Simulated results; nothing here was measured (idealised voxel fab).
process module | voxel capacitor over wiring
cross-section cut | 190 nm wide | cells 5 nm
A cross-section is a grid of square cells, given in bands from the top down. A band is one or more rows of cells.
Each band's line starts with the height of the band's top and of its bottom, in nm. Then come its materials from left to right, each with its width in nm. One material with "throughout" fills the band from edge to edge. "air" is empty space.
Height 0 is the level under which the wafer as received is all one material. The lowest band goes on downwards, as in "0 down".
A width such as "30 to 40" changes by the same amount from each row of cells to the next, from the band's top row to its bottom row.
"no change" after a step means that no cell of the cross-section changed.
closed voids: empty space of 8 cells or more with no open way to the top, each as width x height at its distance from the left edge, in nm
after a step's settings: what the simulator itself notes on the step
overlay nm, on a step with a mask: how far to the right of its planned place the mask lay; to the left if negative
plan
1 op RECEIVE | material Si
2 op CONFORMAL_DEP | material SiO2 | thk nm 10
3 op DIRECTIONAL_DEP | material TiN | thk nm 5
4 op DIRECTIONAL_DEP | material W | thk nm 15
5 op DIRECTIONAL_DEP | material aC | thk nm 10
6 op PATTERN | tone cover | mask id METAL_1 | material resist | width nm 30 | pitch nm 100 | thk nm 25 | overlay nm 0
7 op DIRECTIONAL_ETCH | etch materials aC | depth nm 10
8 op STRIP | etch materials resist
9 op DIRECTIONAL_ETCH | etch materials W | depth nm 15
10 op DIRECTIONAL_ETCH | etch materials TiN | depth nm 5
11 op STRIP | etch materials aC
12 op FILL_DEP | material SiO2 | thk nm 10
13 op CMP | height nm 30
14 op CONFORMAL_DEP | material SiCN | thk nm 5
15 op DIRECTIONAL_DEP | material SiO2 | thk nm 20
16 op PATTERN | tone open | mask id PLUG_1 | material resist | width nm 15 | thk nm 15 | overlay nm 0
17 op DIRECTIONAL_ETCH | etch materials SiO2 | depth nm 20
18 op DIRECTIONAL_ETCH | etch materials SiCN | depth nm 5
19 op STRIP | etch materials resist
20 op EPI | material Ru | thk nm 10
21 op EPI | material Ru | thk nm 10
22 op EPI | material Ru | thk nm 5
23 op DIRECTIONAL_DEP | material TiN | thk nm 5
24 op DIRECTIONAL_DEP | material HfO2 | thk nm 5
25 op DIRECTIONAL_DEP | material TiN | thk nm 10
26 op DIRECTIONAL_DEP | material aC | thk nm 10
27 op PATTERN | tone cover | mask id UPPER_PLATE | material resist | width nm 75 | thk nm 30 | overlay nm 0
28 op DIRECTIONAL_ETCH | etch materials aC | depth nm 10
29 op STRIP | etch materials resist
30 op DIRECTIONAL_ETCH | etch materials TiN | depth nm 10
31 op DIRECTIONAL_ETCH | etch materials HfO2 | depth nm 5
32 op STRIP | etch materials aC
33 op DIRECTIONAL_DEP | material aC | thk nm 10
34 op PATTERN | tone cover | mask id LOWER_PLATE | material resist | width nm 85 | thk nm 25 | overlay nm 0
35 op DIRECTIONAL_ETCH | etch materials aC | depth nm 10
36 op STRIP | etch materials resist
37 op DIRECTIONAL_ETCH | etch materials TiN | depth nm 5
38 op STRIP | etch materials aC
39 op FILL_DEP | material SiO2 | thk nm 15
40 op CMP | height nm 85
41 op DIRECTIONAL_DEP | material aC | thk nm 15
42 op PATTERN | tone open | mask id PLUG_2 | material resist | width nm 15 | thk nm 35 | overlay nm 0
43 op DIRECTIONAL_ETCH | etch materials aC | depth nm 15
44 op STRIP | etch materials resist
45 op DIRECTIONAL_ETCH | etch materials SiO2 | depth nm 10
46 op STRIP | etch materials aC
47 op CONFORMAL_DEP | material TiN | thk nm 5
48 op FILL_DEP | material Ru | thk nm 5
49 op CMP | height nm 85
50 op CONFORMAL_DEP | material SiN | thk nm 5
as received, after step 1
  0 down: Si throughout
  closed voids: none
a wafer at the end: this start, this plan, one mistake
  90 to 85: SiN throughout
  85 to 80: SiO2 55 | TiN 5 | Ru 5 | TiN 5 | SiO2 120
  80 to 75: SiO2 55 | TiN 15 | SiO2 120
  75 to 65: SiO2 60 | TiN 60 | SiO2 70
  65 to 60: SiO2 45 | TiN 15 | HfO2 60 | SiO2 70
  60 to 55: SiO2 40 | TiN 85 | SiO2 65
  55 to 50: SiO2 45 | HfO2 15 | SiO2 130
  50 to 45: SiO2 45 | TiN 15 | SiO2 130
  45 to 35: SiO2 45 | Ru 15 | SiO2 130
  35 to 30: SiCN 45 | Ru 15 | SiCN 130
  30 to 15: SiO2 30 | W 30 | SiO2 70 | W 30 | SiO2 30
  15 to 10: SiO2 30 | TiN 30 | SiO2 70 | TiN 30 | SiO2 30
  10 to 0: SiO2 throughout
  0 down: Si throughout
  closed voids: none
what went wrong: one of the steps 20 and 21, which are alike, was left out
